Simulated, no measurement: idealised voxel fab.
process module | voxel wiring stack
cross-section cut | 250 nm wide | cells 5 nm
A cross-section is a grid of square cells, given in bands from the top down. A band is one or more rows of cells.
Each band's line starts with the height of the band's top and of its bottom, in nm. Then come its materials from left to right, each with its width in nm. One material with "throughout" fills the band from edge to edge. "air" is empty space.
Height 0 is the level under which the wafer as received is all one material. The lowest band goes on downwards, as in "0 down".
A width such as "30 to 40" changes by the same amount from each row of cells to the next, from the band's top row to its bottom row.
"no change" after a step means that no cell of the cross-section changed.
closed voids: empty space of 8 cells or more with no open way to the top, each as width x height at its distance from the left edge, in nm
after a step's settings: what the simulator itself notes on the step
overlay nm, on a step with a mask: how far to the right of its planned place the mask lay; to the left if negative
plan
1 op RECEIVE | material Si
2 op CONFORMAL_DEP | material SiO2 | thk nm 15
3 op CONFORMAL_DEP | material SiN | thk nm 5
4 op DIRECTIONAL_DEP | material lowk | thk nm 25
5 op MASKED_ETCH | tone open | mask id METAL_1 | width nm 30 | pitch nm 50 | etch materials lowk | depth nm 25 | overlay nm 0
6 op MASKED_ETCH | tone open | mask id METAL_1 | width nm 30 | pitch nm 50 | etch materials SiN | depth nm 5 | overlay nm 0
7 op CONFORMAL_DEP | material TiN | thk nm 5
8 op FILL_DEP | material Cu | thk nm 10
9 op CMP | height nm 45
10 op CONFORMAL_DEP | material SiCN | thk nm 5
11 op DIRECTIONAL_DEP | material lowk | thk nm 15
12 op DIRECTIONAL_DEP | material aC | thk nm 15
13 op PATTERN | tone open | mask id PLUG_1 | material resist | width nm 15 | pitch nm 50 | thk nm 30 | overlay nm 0
14 op DIRECTIONAL_ETCH | etch materials aC | depth nm 15
15 op STRIP | etch materials resist
16 op DIRECTIONAL_ETCH | etch materials lowk | depth nm 15
17 op DIRECTIONAL_ETCH | etch materials SiCN | depth nm 5
18 op STRIP | etch materials aC
19 op CONFORMAL_DEP | material TiN | thk nm 5
20 op FILL_DEP | material W | thk nm 10
21 op CMP | height nm 65
22 op CONFORMAL_DEP | material SiCN | thk nm 5
23 op DIRECTIONAL_DEP | material SiO2 | thk nm 20
24 op DIRECTIONAL_DEP | material aC | thk nm 15
25 op PATTERN | tone open | mask id METAL_2 | material resist | width nm 30 | pitch nm 50 | thk nm 35 | overlay nm 0
26 op DIRECTIONAL_ETCH | etch materials aC | depth nm 15
27 op STRIP | etch materials resist
28 op DIRECTIONAL_ETCH | etch materials SiO2 | depth nm 20
29 op DIRECTIONAL_ETCH | etch materials SiCN | depth nm 5
30 op STRIP | etch materials aC
31 op CONFORMAL_DEP | material TiN | thk nm 5
32 op FILL_DEP | material Cu | thk nm 5
33 op CMP | height nm 90
34 op CONFORMAL_DEP | material SiCN | thk nm 5
35 op DIRECTIONAL_DEP | material lowk | thk nm 10
36 op DIRECTIONAL_DEP | material aC | thk nm 10
37 op PATTERN | tone open | mask id PLUG_2 | material resist | width nm 15 | pitch nm 50 | thk nm 25 | overlay nm 0
38 op DIRECTIONAL_ETCH | etch materials aC | depth nm 10
39 op STRIP | etch materials resist
40 op DIRECTIONAL_ETCH | etch materials lowk | depth nm 10
41 op DIRECTIONAL_ETCH | etch materials SiCN | depth nm 5
42 op STRIP | etch materials aC
43 op EPI | material Ru | thk nm 10
44 op EPI | material Ru | thk nm 5
45 op CONFORMAL_DEP | material SiN | thk nm 5
46 op DIRECTIONAL_DEP | material SiO2 | thk nm 15
47 op DIRECTIONAL_DEP | material aC | thk nm 15
48 op PATTERN | tone open | mask id METAL_3 | material resist | width nm 30 | pitch nm 50 | thk nm 35 | overlay nm 0
49 op DIRECTIONAL_ETCH | etch materials aC | depth nm 15
50 op STRIP | etch materials resist
51 op DIRECTIONAL_ETCH | etch materials SiO2 | depth nm 15
52 op DIRECTIONAL_ETCH | etch materials SiN | depth nm 5
53 op STRIP | etch materials aC
54 op CONFORMAL_DEP | material TiN | thk nm 5
55 op FILL_DEP | material Cu | thk nm 5
56 op CMP | height nm 125
57 op EPI | material Ru | thk nm 5
58 op FILL_DEP | material SiCN | thk nm 5
first wafer, as planned
as received, after step 1
  0 down: Si throughout
  closed voids: none
after step 2
  15 to 0: SiO2 throughout
  below 0: unchanged
after step 3
  20 to 15: SiN throughout
  below 15: unchanged
after step 4
  45 to 20: lowk throughout
  below 20: unchanged
after step 5
  45 to 20: lowk 35 | air 30 | lowk 20 | air 30 | lowk 20 | air 30 | lowk 20 | air 30 | lowk 35
  below 20: unchanged
after step 6
  45 to 20: lowk 35 | air 30 | lowk 20 | air 30 | lowk 20 | air 30 | lowk 20 | air 30 | lowk 35
  20 to 15: SiN 35 | air 30 | SiN 20 | air 30 | SiN 20 | air 30 | SiN 20 | air 30 | SiN 35
  below 15: unchanged
after step 7
  50 to 45: TiN 40 | air 20 | TiN 30 | air 20 | TiN 30 | air 20 | TiN 30 | air 20 | TiN 40
  45 to 20: lowk 35 | TiN 5 | air 20 | TiN 5 | lowk 20 | TiN 5 | air 20 | TiN 5 | lowk 20 | TiN 5 | air 20 | TiN 5 | lowk 20 | TiN 5 | air 20 | TiN 5 | lowk 35
  20 to 15: SiN 35 | TiN 30 | SiN 20 | TiN 30 | SiN 20 | TiN 30 | SiN 20 | TiN 30 | SiN 35
  below 15: unchanged
after step 8
  60 to 50: Cu throughout
  50 to 45: TiN 40 | Cu 20 | TiN 30 | Cu 20 | TiN 30 | Cu 20 | TiN 30 | Cu 20 | TiN 40
  45 to 20: lowk 35 | TiN 5 | Cu 20 | TiN 5 | lowk 20 | TiN 5 | Cu 20 | TiN 5 | lowk 20 | TiN 5 | Cu 20 | TiN 5 | lowk 20 | TiN 5 | Cu 20 | TiN 5 | lowk 35
  below 20: unchanged
after step 9
  45 to 20: lowk 35 | TiN 5 | Cu 20 | TiN 5 | lowk 20 | TiN 5 | Cu 20 | TiN 5 | lowk 20 | TiN 5 | Cu 20 | TiN 5 | lowk 20 | TiN 5 | Cu 20 | TiN 5 | lowk 35
  below 20: unchanged
after step 10
  50 to 45: SiCN throughout
  below 45: unchanged
after step 11
  65 to 50: lowk throughout
  below 50: unchanged
after step 12
  80 to 65: aC throughout
  below 65: unchanged
after step 13
  110 to 80: resist 35 | air 15 | resist 35 | air 15 | resist 35 | air 15 | resist 35 | air 15 | resist 50
  below 80: unchanged
after step 14
  95 to 80: resist 35 | air 15 | resist 35 | air 15 | resist 35 | air 15 | resist 35 | air 15 | resist 50
  80 to 65: aC 35 | air 15 | aC 35 | air 15 | aC 35 | air 15 | aC 35 | air 15 | aC 50
  below 65: unchanged
after step 15
  80 to 65: aC 35 | air 15 | aC 35 | air 15 | aC 35 | air 15 | aC 35 | air 15 | aC 50
  below 65: unchanged
after step 16
  80 to 65: aC 35 | air 15 | aC 35 | air 15 | aC 35 | air 15 | aC 35 | air 15 | aC 50
  65 to 50: lowk 35 | air 15 | lowk 35 | air 15 | lowk 35 | air 15 | lowk 35 | air 15 | lowk 50
  below 50: unchanged
after step 17
  80 to 65: aC 35 | air 15 | aC 35 | air 15 | aC 35 | air 15 | aC 35 | air 15 | aC 50
  65 to 50: lowk 35 | air 15 | lowk 35 | air 15 | lowk 35 | air 15 | lowk 35 | air 15 | lowk 50
  50 to 45: SiCN 35 | air 15 | SiCN 35 | air 15 | SiCN 35 | air 15 | SiCN 35 | air 15 | SiCN 50
  below 45: unchanged
after step 18
  65 to 50: lowk 35 | air 15 | lowk 35 | air 15 | lowk 35 | air 15 | lowk 35 | air 15 | lowk 50
  below 50: unchanged
after step 19
  70 to 65: TiN 40 | air 5 | TiN 45 | air 5 | TiN 45 | air 5 | TiN 45 | air 5 | TiN 55
  65 to 50: lowk 35 | TiN 5 | air 5 | TiN 5 | lowk 35 | TiN 5 | air 5 | TiN 5 | lowk 35 | TiN 5 | air 5 | TiN 5 | lowk 35 | TiN 5 | air 5 | TiN 5 | lowk 50
  50 to 45: SiCN 35 | TiN 15 | SiCN 35 | TiN 15 | SiCN 35 | TiN 15 | SiCN 35 | TiN 15 | SiCN 50
  below 45: unchanged
after step 20
  80 to 70: W throughout
  70 to 65: TiN 40 | W 5 | TiN 45 | W 5 | TiN 45 | W 5 | TiN 45 | W 5 | TiN 55
  65 to 50: lowk 35 | TiN 5 | W 5 | TiN 5 | lowk 35 | TiN 5 | W 5 | TiN 5 | lowk 35 | TiN 5 | W 5 | TiN 5 | lowk 35 | TiN 5 | W 5 | TiN 5 | lowk 50
  below 50: unchanged
after step 21
  65 to 50: lowk 35 | TiN 5 | W 5 | TiN 5 | lowk 35 | TiN 5 | W 5 | TiN 5 | lowk 35 | TiN 5 | W 5 | TiN 5 | lowk 35 | TiN 5 | W 5 | TiN 5 | lowk 50
  below 50: unchanged
after step 22
  70 to 65: SiCN throughout
  below 65: unchanged
after step 23
  90 to 70: SiO2 throughout
  below 70: unchanged
after step 24
  105 to 90: aC throughout
  below 90: unchanged
after step 25
  140 to 105: resist 35 | air 30 | resist 20 | air 30 | resist 20 | air 30 | resist 20 | air 30 | resist 35
  below 105: unchanged
after step 26
  125 to 105: resist 35 | air 30 | resist 20 | air 30 | resist 20 | air 30 | resist 20 | air 30 | resist 35
  105 to 90: aC 35 | air 30 | aC 20 | air 30 | aC 20 | air 30 | aC 20 | air 30 | aC 35
  below 90: unchanged
after step 27
  105 to 90: aC 35 | air 30 | aC 20 | air 30 | aC 20 | air 30 | aC 20 | air 30 | aC 35
  below 90: unchanged
after step 28
  105 to 90: aC 35 | air 30 | aC 20 | air 30 | aC 20 | air 30 | aC 20 | air 30 | aC 35
  90 to 70: SiO2 35 | air 30 | SiO2 20 | air 30 | SiO2 20 | air 30 | SiO2 20 | air 30 | SiO2 35
  below 70: unchanged
after step 29
  105 to 90: aC 35 | air 30 | aC 20 | air 30 | aC 20 | air 30 | aC 20 | air 30 | aC 35
  90 to 70: SiO2 35 | air 30 | SiO2 20 | air 30 | SiO2 20 | air 30 | SiO2 20 | air 30 | SiO2 35
  70 to 65: SiCN 35 | air 30 | SiCN 20 | air 30 | SiCN 20 | air 30 | SiCN 20 | air 30 | SiCN 35
  below 65: unchanged
after step 30
  90 to 70: SiO2 35 | air 30 | SiO2 20 | air 30 | SiO2 20 | air 30 | SiO2 20 | air 30 | SiO2 35
  below 70: unchanged
after step 31
  95 to 90: TiN 40 | air 20 | TiN 30 | air 20 | TiN 30 | air 20 | TiN 30 | air 20 | TiN 40
  90 to 70: SiO2 35 | TiN 5 | air 20 | TiN 5 | SiO2 20 | TiN 5 | air 20 | TiN 5 | SiO2 20 | TiN 5 | air 20 | TiN 5 | SiO2 20 | TiN 5 | air 20 | TiN 5 | SiO2 35
  70 to 65: SiCN 35 | TiN 30 | SiCN 20 | TiN 30 | SiCN 20 | TiN 30 | SiCN 20 | TiN 30 | SiCN 35
  below 65: unchanged
after step 32
  100 to 95: Cu throughout
  95 to 90: TiN 40 | Cu 20 | TiN 30 | Cu 20 | TiN 30 | Cu 20 | TiN 30 | Cu 20 | TiN 40
  90 to 70: SiO2 35 | TiN 5 | Cu 20 | TiN 5 | SiO2 20 | TiN 5 | Cu 20 | TiN 5 | SiO2 20 | TiN 5 | Cu 20 | TiN 5 | SiO2 20 | TiN 5 | Cu 20 | TiN 5 | SiO2 35
  below 70: unchanged
after step 33
  90 to 70: SiO2 35 | TiN 5 | Cu 20 | TiN 5 | SiO2 20 | TiN 5 | Cu 20 | TiN 5 | SiO2 20 | TiN 5 | Cu 20 | TiN 5 | SiO2 20 | TiN 5 | Cu 20 | TiN 5 | SiO2 35
  below 70: unchanged
after step 34
  95 to 90: SiCN throughout
  below 90: unchanged
after step 35
  105 to 95: lowk throughout
  below 95: unchanged
after step 36
  115 to 105: aC throughout
  below 105: unchanged
after step 37
  140 to 115: resist 35 | air 15 | resist 35 | air 15 | resist 35 | air 15 | resist 35 | air 15 | resist 50
  below 115: unchanged
after step 38
  130 to 115: resist 35 | air 15 | resist 35 | air 15 | resist 35 | air 15 | resist 35 | air 15 | resist 50
  115 to 105: aC 35 | air 15 | aC 35 | air 15 | aC 35 | air 15 | aC 35 | air 15 | aC 50
  below 105: unchanged
after step 39
  115 to 105: aC 35 | air 15 | aC 35 | air 15 | aC 35 | air 15 | aC 35 | air 15 | aC 50
  below 105: unchanged
after step 40
  115 to 105: aC 35 | air 15 | aC 35 | air 15 | aC 35 | air 15 | aC 35 | air 15 | aC 50
  105 to 95: lowk 35 | air 15 | lowk 35 | air 15 | lowk 35 | air 15 | lowk 35 | air 15 | lowk 50
  below 95: unchanged
after step 41
  115 to 105: aC 35 | air 15 | aC 35 | air 15 | aC 35 | air 15 | aC 35 | air 15 | aC 50
  105 to 95: lowk 35 | air 15 | lowk 35 | air 15 | lowk 35 | air 15 | lowk 35 | air 15 | lowk 50
  95 to 90: SiCN 35 | air 15 | SiCN 35 | air 15 | SiCN 35 | air 15 | SiCN 35 | air 15 | SiCN 50
  below 90: unchanged
after step 42
  105 to 95: lowk 35 | air 15 | lowk 35 | air 15 | lowk 35 | air 15 | lowk 35 | air 15 | lowk 50
  below 95: unchanged
after step 43
  105 to 100: lowk 35 | air 15 | lowk 35 | air 15 | lowk 35 | air 15 | lowk 35 | air 15 | lowk 50
  100 to 95: lowk 35 | Ru 15 | lowk 35 | Ru 15 | lowk 35 | Ru 15 | lowk 35 | Ru 15 | lowk 50
  95 to 90: SiCN 35 | Ru 15 | SiCN 35 | Ru 15 | SiCN 35 | Ru 15 | SiCN 35 | Ru 15 | SiCN 50
  below 90: unchanged
after step 44
  105 to 95: lowk 35 | Ru 15 | lowk 35 | Ru 15 | lowk 35 | Ru 15 | lowk 35 | Ru 15 | lowk 50
  below 95: unchanged
after step 45
  110 to 105: SiN throughout
  below 105: unchanged
after step 46
  125 to 110: SiO2 throughout
  below 110: unchanged
after step 47
  140 to 125: aC throughout
  below 125: unchanged
after step 48
  175 to 140: resist 35 | air 30 | resist 20 | air 30 | resist 20 | air 30 | resist 20 | air 30 | resist 35
  below 140: unchanged
after step 49
  160 to 140: resist 35 | air 30 | resist 20 | air 30 | resist 20 | air 30 | resist 20 | air 30 | resist 35
  140 to 125: aC 35 | air 30 | aC 20 | air 30 | aC 20 | air 30 | aC 20 | air 30 | aC 35
  below 125: unchanged
after step 50
  140 to 125: aC 35 | air 30 | aC 20 | air 30 | aC 20 | air 30 | aC 20 | air 30 | aC 35
  below 125: unchanged
after step 51
  140 to 125: aC 35 | air 30 | aC 20 | air 30 | aC 20 | air 30 | aC 20 | air 30 | aC 35
  125 to 110: SiO2 35 | air 30 | SiO2 20 | air 30 | SiO2 20 | air 30 | SiO2 20 | air 30 | SiO2 35
  below 110: unchanged
after step 52
  140 to 125: aC 35 | air 30 | aC 20 | air 30 | aC 20 | air 30 | aC 20 | air 30 | aC 35
  125 to 110: SiO2 35 | air 30 | SiO2 20 | air 30 | SiO2 20 | air 30 | SiO2 20 | air 30 | SiO2 35
  110 to 105: SiN 35 | air 30 | SiN 20 | air 30 | SiN 20 | air 30 | SiN 20 | air 30 | SiN 35
  below 105: unchanged
after step 53
  125 to 110: SiO2 35 | air 30 | SiO2 20 | air 30 | SiO2 20 | air 30 | SiO2 20 | air 30 | SiO2 35
  below 110: unchanged
after step 54
  130 to 125: TiN 40 | air 20 | TiN 30 | air 20 | TiN 30 | air 20 | TiN 30 | air 20 | TiN 40
  125 to 110: SiO2 35 | TiN 5 | air 20 | TiN 5 | SiO2 20 | TiN 5 | air 20 | TiN 5 | SiO2 20 | TiN 5 | air 20 | TiN 5 | SiO2 20 | TiN 5 | air 20 | TiN 5 | SiO2 35
  110 to 105: SiN 35 | TiN 30 | SiN 20 | TiN 30 | SiN 20 | TiN 30 | SiN 20 | TiN 30 | SiN 35
  below 105: unchanged
after step 55
  135 to 130: Cu throughout
  130 to 125: TiN 40 | Cu 20 | TiN 30 | Cu 20 | TiN 30 | Cu 20 | TiN 30 | Cu 20 | TiN 40
  125 to 110: SiO2 35 | TiN 5 | Cu 20 | TiN 5 | SiO2 20 | TiN 5 | Cu 20 | TiN 5 | SiO2 20 | TiN 5 | Cu 20 | TiN 5 | SiO2 20 | TiN 5 | Cu 20 | TiN 5 | SiO2 35
  below 110: unchanged
after step 56
  125 to 110: SiO2 35 | TiN 5 | Cu 20 | TiN 5 | SiO2 20 | TiN 5 | Cu 20 | TiN 5 | SiO2 20 | TiN 5 | Cu 20 | TiN 5 | SiO2 20 | TiN 5 | Cu 20 | TiN 5 | SiO2 35
  below 110: unchanged
after step 57
  130 to 125: air 30 | Ru 40 | air 10 | Ru 40 | air 10 | Ru 40 | air 10 | Ru 40 | air 30
  below 125: unchanged
after step 58
  135 to 130: SiCN throughout
  130 to 125: SiCN 30 | Ru 40 | SiCN 10 | Ru 40 | SiCN 10 | Ru 40 | SiCN 10 | Ru 40 | SiCN 30
  below 125: unchanged
second wafer: like start, like plan, one mistake. Through step 8 it matches the first wafer
when step 9 should have ended
  35 to 20: lowk 35 | TiN 5 | Cu 20 | TiN 5 | lowk 20 | TiN 5 | Cu 20 | TiN 5 | lowk 20 | TiN 5 | Cu 20 | TiN 5 | lowk 20 | TiN 5 | Cu 20 | TiN 5 | lowk 35
  below 20: unchanged
when step 10 should have ended
  40 to 35: SiCN throughout
  below 35: unchanged
when step 11 should have ended
  55 to 40: lowk throughout
  below 40: unchanged
when step 12 should have ended
  70 to 55: aC throughout
  below 55: unchanged
when step 13 should have ended
  100 to 70: resist 35 | air 15 | resist 35 | air 15 | resist 35 | air 15 | resist 35 | air 15 | resist 50
  below 70: unchanged
when step 14 should have ended
  85 to 70: resist 35 | air 15 | resist 35 | air 15 | resist 35 | air 15 | resist 35 | air 15 | resist 50
  70 to 55: aC 35 | air 15 | aC 35 | air 15 | aC 35 | air 15 | aC 35 | air 15 | aC 50
  below 55: unchanged
when step 15 should have ended
  70 to 55: aC 35 | air 15 | aC 35 | air 15 | aC 35 | air 15 | aC 35 | air 15 | aC 50
  below 55: unchanged
when step 16 should have ended
  70 to 55: aC 35 | air 15 | aC 35 | air 15 | aC 35 | air 15 | aC 35 | air 15 | aC 50
  55 to 40: lowk 35 | air 15 | lowk 35 | air 15 | lowk 35 | air 15 | lowk 35 | air 15 | lowk 50
  below 40: unchanged
when step 17 should have ended
  70 to 55: aC 35 | air 15 | aC 35 | air 15 | aC 35 | air 15 | aC 35 | air 15 | aC 50
  55 to 40: lowk 35 | air 15 | lowk 35 | air 15 | lowk 35 | air 15 | lowk 35 | air 15 | lowk 50
  40 to 35: SiCN 35 | air 15 | SiCN 35 | air 15 | SiCN 35 | air 15 | SiCN 35 | air 15 | SiCN 50
  below 35: unchanged
when step 18 should have ended
  55 to 40: lowk 35 | air 15 | lowk 35 | air 15 | lowk 35 | air 15 | lowk 35 | air 15 | lowk 50
  below 40: unchanged
when step 19 should have ended
  60 to 55: TiN 40 | air 5 | TiN 45 | air 5 | TiN 45 | air 5 | TiN 45 | air 5 | TiN 55
  55 to 40: lowk 35 | TiN 5 | air 5 | TiN 5 | lowk 35 | TiN 5 | air 5 | TiN 5 | lowk 35 | TiN 5 | air 5 | TiN 5 | lowk 35 | TiN 5 | air 5 | TiN 5 | lowk 50
  40 to 35: SiCN 35 | TiN 15 | SiCN 35 | TiN 15 | SiCN 35 | TiN 15 | SiCN 35 | TiN 15 | SiCN 50
  below 35: unchanged
when step 20 should have ended
  70 to 60: W throughout
  60 to 55: TiN 40 | W 5 | TiN 45 | W 5 | TiN 45 | W 5 | TiN 45 | W 5 | TiN 55
  55 to 40: lowk 35 | TiN 5 | W 5 | TiN 5 | lowk 35 | TiN 5 | W 5 | TiN 5 | lowk 35 | TiN 5 | W 5 | TiN 5 | lowk 35 | TiN 5 | W 5 | TiN 5 | lowk 50
  below 40: unchanged
when step 21 should have ended
  65 to 60: W throughout
  below 60: unchanged
when step 22 should have ended
  70 to 65: SiCN throughout
  below 65: unchanged
when step 23 should have ended
  90 to 70: SiO2 throughout
  below 70: unchanged
when step 24 should have ended
  105 to 90: aC throughout
  below 90: unchanged
when step 25 should have ended
  140 to 105: resist 35 | air 30 | resist 20 | air 30 | resist 20 | air 30 | resist 20 | air 30 | resist 35
  below 105: unchanged
when step 26 should have ended
  125 to 105: resist 35 | air 30 | resist 20 | air 30 | resist 20 | air 30 | resist 20 | air 30 | resist 35
  105 to 90: aC 35 | air 30 | aC 20 | air 30 | aC 20 | air 30 | aC 20 | air 30 | aC 35
  below 90: unchanged
when step 27 should have ended
  105 to 90: aC 35 | air 30 | aC 20 | air 30 | aC 20 | air 30 | aC 20 | air 30 | aC 35
  below 90: unchanged
when step 28 should have ended
  105 to 90: aC 35 | air 30 | aC 20 | air 30 | aC 20 | air 30 | aC 20 | air 30 | aC 35
  90 to 70: SiO2 35 | air 30 | SiO2 20 | air 30 | SiO2 20 | air 30 | SiO2 20 | air 30 | SiO2 35
  below 70: unchanged
when step 29 should have ended
  105 to 90: aC 35 | air 30 | aC 20 | air 30 | aC 20 | air 30 | aC 20 | air 30 | aC 35
  90 to 70: SiO2 35 | air 30 | SiO2 20 | air 30 | SiO2 20 | air 30 | SiO2 20 | air 30 | SiO2 35
  70 to 65: SiCN 35 | air 30 | SiCN 20 | air 30 | SiCN 20 | air 30 | SiCN 20 | air 30 | SiCN 35
  below 65: unchanged
when step 30 should have ended
  90 to 70: SiO2 35 | air 30 | SiO2 20 | air 30 | SiO2 20 | air 30 | SiO2 20 | air 30 | SiO2 35
  below 70: unchanged
when step 31 should have ended
  95 to 90: TiN 40 | air 20 | TiN 30 | air 20 | TiN 30 | air 20 | TiN 30 | air 20 | TiN 40
  90 to 70: SiO2 35 | TiN 5 | air 20 | TiN 5 | SiO2 20 | TiN 5 | air 20 | TiN 5 | SiO2 20 | TiN 5 | air 20 | TiN 5 | SiO2 20 | TiN 5 | air 20 | TiN 5 | SiO2 35
  70 to 65: SiCN 35 | TiN 30 | SiCN 20 | TiN 30 | SiCN 20 | TiN 30 | SiCN 20 | TiN 30 | SiCN 35
  below 65: unchanged
when step 32 should have ended
  100 to 95: Cu throughout
  95 to 90: TiN 40 | Cu 20 | TiN 30 | Cu 20 | TiN 30 | Cu 20 | TiN 30 | Cu 20 | TiN 40
  90 to 70: SiO2 35 | TiN 5 | Cu 20 | TiN 5 | SiO2 20 | TiN 5 | Cu 20 | TiN 5 | SiO2 20 | TiN 5 | Cu 20 | TiN 5 | SiO2 20 | TiN 5 | Cu 20 | TiN 5 | SiO2 35
  below 70: unchanged
when step 33 should have ended
  90 to 70: SiO2 35 | TiN 5 | Cu 20 | TiN 5 | SiO2 20 | TiN 5 | Cu 20 | TiN 5 | SiO2 20 | TiN 5 | Cu 20 | TiN 5 | SiO2 20 | TiN 5 | Cu 20 | TiN 5 | SiO2 35
  below 70: unchanged
when step 34 should have ended
  95 to 90: SiCN throughout
  below 90: unchanged
when step 35 should have ended
  105 to 95: lowk throughout
  below 95: unchanged
when step 36 should have ended
  115 to 105: aC throughout
  below 105: unchanged
when step 37 should have ended
  140 to 115: resist 35 | air 15 | resist 35 | air 15 | resist 35 | air 15 | resist 35 | air 15 | resist 50
  below 115: unchanged
when step 38 should have ended
  130 to 115: resist 35 | air 15 | resist 35 | air 15 | resist 35 | air 15 | resist 35 | air 15 | resist 50
  115 to 105: aC 35 | air 15 | aC 35 | air 15 | aC 35 | air 15 | aC 35 | air 15 | aC 50
  below 105: unchanged
when step 39 should have ended
  115 to 105: aC 35 | air 15 | aC 35 | air 15 | aC 35 | air 15 | aC 35 | air 15 | aC 50
  below 105: unchanged
when step 40 should have ended
  115 to 105: aC 35 | air 15 | aC 35 | air 15 | aC 35 | air 15 | aC 35 | air 15 | aC 50
  105 to 95: lowk 35 | air 15 | lowk 35 | air 15 | lowk 35 | air 15 | lowk 35 | air 15 | lowk 50
  below 95: unchanged
when step 41 should have ended
  115 to 105: aC 35 | air 15 | aC 35 | air 15 | aC 35 | air 15 | aC 35 | air 15 | aC 50
  105 to 95: lowk 35 | air 15 | lowk 35 | air 15 | lowk 35 | air 15 | lowk 35 | air 15 | lowk 50
  95 to 90: SiCN 35 | air 15 | SiCN 35 | air 15 | SiCN 35 | air 15 | SiCN 35 | air 15 | SiCN 50
  below 90: unchanged
when step 42 should have ended
  105 to 95: lowk 35 | air 15 | lowk 35 | air 15 | lowk 35 | air 15 | lowk 35 | air 15 | lowk 50
  below 95: unchanged
when step 43 should have ended
  105 to 100: lowk 35 | air 15 | lowk 35 | air 15 | lowk 35 | air 15 | lowk 35 | air 15 | lowk 50
  100 to 95: lowk 35 | Ru 15 | lowk 35 | Ru 15 | lowk 35 | Ru 15 | lowk 35 | Ru 15 | lowk 50
  95 to 90: SiCN 35 | Ru 15 | SiCN 35 | Ru 15 | SiCN 35 | Ru 15 | SiCN 35 | Ru 15 | SiCN 50
  below 90: unchanged
when step 44 should have ended
  105 to 95: lowk 35 | Ru 15 | lowk 35 | Ru 15 | lowk 35 | Ru 15 | lowk 35 | Ru 15 | lowk 50
  below 95: unchanged
when step 45 should have ended
  110 to 105: SiN throughout
  below 105: unchanged
when step 46 should have ended
  125 to 110: SiO2 throughout
  below 110: unchanged
when step 47 should have ended
  140 to 125: aC throughout
  below 125: unchanged
when step 48 should have ended
  175 to 140: resist 35 | air 30 | resist 20 | air 30 | resist 20 | air 30 | resist 20 | air 30 | resist 35
  below 140: unchanged
when step 49 should have ended
  160 to 140: resist 35 | air 30 | resist 20 | air 30 | resist 20 | air 30 | resist 20 | air 30 | resist 35
  140 to 125: aC 35 | air 30 | aC 20 | air 30 | aC 20 | air 30 | aC 20 | air 30 | aC 35
  below 125: unchanged
when step 50 should have ended
  140 to 125: aC 35 | air 30 | aC 20 | air 30 | aC 20 | air 30 | aC 20 | air 30 | aC 35
  below 125: unchanged
when step 51 should have ended
  140 to 125: aC 35 | air 30 | aC 20 | air 30 | aC 20 | air 30 | aC 20 | air 30 | aC 35
  125 to 110: SiO2 35 | air 30 | SiO2 20 | air 30 | SiO2 20 | air 30 | SiO2 20 | air 30 | SiO2 35
  below 110: unchanged
when step 52 should have ended
  140 to 125: aC 35 | air 30 | aC 20 | air 30 | aC 20 | air 30 | aC 20 | air 30 | aC 35
  125 to 110: SiO2 35 | air 30 | SiO2 20 | air 30 | SiO2 20 | air 30 | SiO2 20 | air 30 | SiO2 35
  110 to 105: SiN 35 | air 30 | SiN 20 | air 30 | SiN 20 | air 30 | SiN 20 | air 30 | SiN 35
  below 105: unchanged
when step 53 should have ended
  125 to 110: SiO2 35 | air 30 | SiO2 20 | air 30 | SiO2 20 | air 30 | SiO2 20 | air 30 | SiO2 35
  below 110: unchanged
when step 54 should have ended
  130 to 125: TiN 40 | air 20 | TiN 30 | air 20 | TiN 30 | air 20 | TiN 30 | air 20 | TiN 40
  125 to 110: SiO2 35 | TiN 5 | air 20 | TiN 5 | SiO2 20 | TiN 5 | air 20 | TiN 5 | SiO2 20 | TiN 5 | air 20 | TiN 5 | SiO2 20 | TiN 5 | air 20 | TiN 5 | SiO2 35
  110 to 105: SiN 35 | TiN 30 | SiN 20 | TiN 30 | SiN 20 | TiN 30 | SiN 20 | TiN 30 | SiN 35
  below 105: unchanged
when step 55 should have ended
  135 to 130: Cu throughout
  130 to 125: TiN 40 | Cu 20 | TiN 30 | Cu 20 | TiN 30 | Cu 20 | TiN 30 | Cu 20 | TiN 40
  125 to 110: SiO2 35 | TiN 5 | Cu 20 | TiN 5 | SiO2 20 | TiN 5 | Cu 20 | TiN 5 | SiO2 20 | TiN 5 | Cu 20 | TiN 5 | SiO2 20 | TiN 5 | Cu 20 | TiN 5 | SiO2 35
  below 110: unchanged
when step 56 should have ended
  125 to 110: SiO2 35 | TiN 5 | Cu 20 | TiN 5 | SiO2 20 | TiN 5 | Cu 20 | TiN 5 | SiO2 20 | TiN 5 | Cu 20 | TiN 5 | SiO2 20 | TiN 5 | Cu 20 | TiN 5 | SiO2 35
  below 110: unchanged
when step 57 should have ended
  130 to 125: air 30 | Ru 40 | air 10 | Ru 40 | air 10 | Ru 40 | air 10 | Ru 40 | air 30
  below 125: unchanged
when step 58 should have ended
  135 to 130: SiCN throughout
  130 to 125: SiCN 30 | Ru 40 | SiCN 10 | Ru 40 | SiCN 10 | Ru 40 | SiCN 10 | Ru 40 | SiCN 30
  below 125: unchanged
what went wrong: step 9 ran as: op CMP | height nm 35
at the end the second wafer has, in cells: 32 fewer of Cu | 30 more of TiN | 54 more of W | 52 fewer of lowk
